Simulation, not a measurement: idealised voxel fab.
The process module presented herein is designated voxel self aligned contacts.
Square cells of 5 nm make up the cross-section cut, whose width is 290 nm.
Reading order for cross-sections: top band down to bottom band. Underlying form: a grid of square cells. Band size: one or more rows of cells.
What a band's entry tells you: where the top is and where the bottom is, as heights in nm, and after that what lies inside, material by material from left to right, each with its width in nm. Empty space is written as the word "empty", and a single material marked with the word "full width" occupies the band from edge to edge.
Below 0: as-received wafer, all one material; heights counted from there. Lowest band: no bottom, goes on down, written "0 nm and below".
So if you see something like "30->40" for the width, read it as the top row of the band sitting at the first number and the bottom row at the second, with every row in between moving by the same amount as the last.
The cross-section has no changed cell in any step marked "changes: none".
This entry, "Enclosed internal voids", enumerates those empty regions of no fewer than 8 cells that possess no open connection to the top. Each region is reported in the form width x height at distance, the distance being taken from the left edge, with all three quantities expressed in nm.
Formally, on a step line, whatever follows the settings is a remark that the simulator itself makes on the step.
overlay nm: step with mask; distance mask lay right of planned place; negative value = left of planned place.
This section lists the process steps that were planned:
1) RECEIVE with material Si
2) OXIDIZE with depth nm 5
3) DIRECTIONAL_DEP with material polySi, thk nm 25
4) DIRECTIONAL_DEP with material SiN, thk nm 10
5) DIRECTIONAL_DEP with material aC, thk nm 15
6) PATTERN with tone cover, mask id GATE, material resist, width nm 25, pitch nm 70, thk nm 30, overlay nm 0
7) DIRECTIONAL_ETCH with etch materials aC, depth nm 15
8) STRIP with etch materials resist
9) DIRECTIONAL_ETCH with etch materials SiN, depth nm 20
10) DIRECTIONAL_ETCH with etch materials polySi, depth nm 25
11) STRIP with etch materials aC
12) CONFORMAL_DEP with material SiN, thk nm 10
13) DIRECTIONAL_ETCH with etch materials SiN, depth nm 10
14) FILL_DEP with material SiO2, thk nm 20
15) CMP with height nm 55
16) MASKED_ETCH with tone open, mask id CONTACT, width nm 55, etch materials SiO2, depth nm 60, overlay nm 0
17) CONFORMAL_DEP with material TiN, thk nm 5
18) FILL_DEP with material W, thk nm 10
19) CMP with height nm 55
20) CONFORMAL_DEP with material SiN, thk nm 5
Every wafer here starts from the same state; it is the step 4 thk nm that distinguishes them, and the value the plan gives belongs to the first wafer.
As-received state after step 1, first of several wafers, cross-section:
    0 nm and below = Si full width
    Enclosed internal voids: none
What follows is a table in which each wafer occupies a row; for the wafer as it stands at the close of the module, the row states, material by material, how many cells have been gained (+) or lost (-) since receipt, and then gives its closed voids:
thk nm 10, -58 Si, +134 SiN, +486 SiO2, +33 TiN, +51 W, +50 polySi, Enclosed internal voids: none
thk nm 15, -58 Si, +152 SiN, +474 SiO2, +33 TiN, +45 W, +50 polySi, Enclosed internal voids: none
thk nm 20, -58 Si, +170 SiN, +462 SiO2, +33 TiN, +39 W, +50 polySi, Enclosed internal voids: none
thk nm 25, -58 Si, +188 SiN, +245 SiO2, +19 TiN, +12 W, +290 polySi, Enclosed internal voids: none
thk nm 30, -58 Si, +246 SiN, +198 SiO2, +11 TiN, +9 W, +290 polySi, Enclosed internal voids: none
thk nm 35, -58 Si, +286 SiN, +163 SiO2, +9 TiN, +6 W, +290 polySi, Enclosed internal voids: none
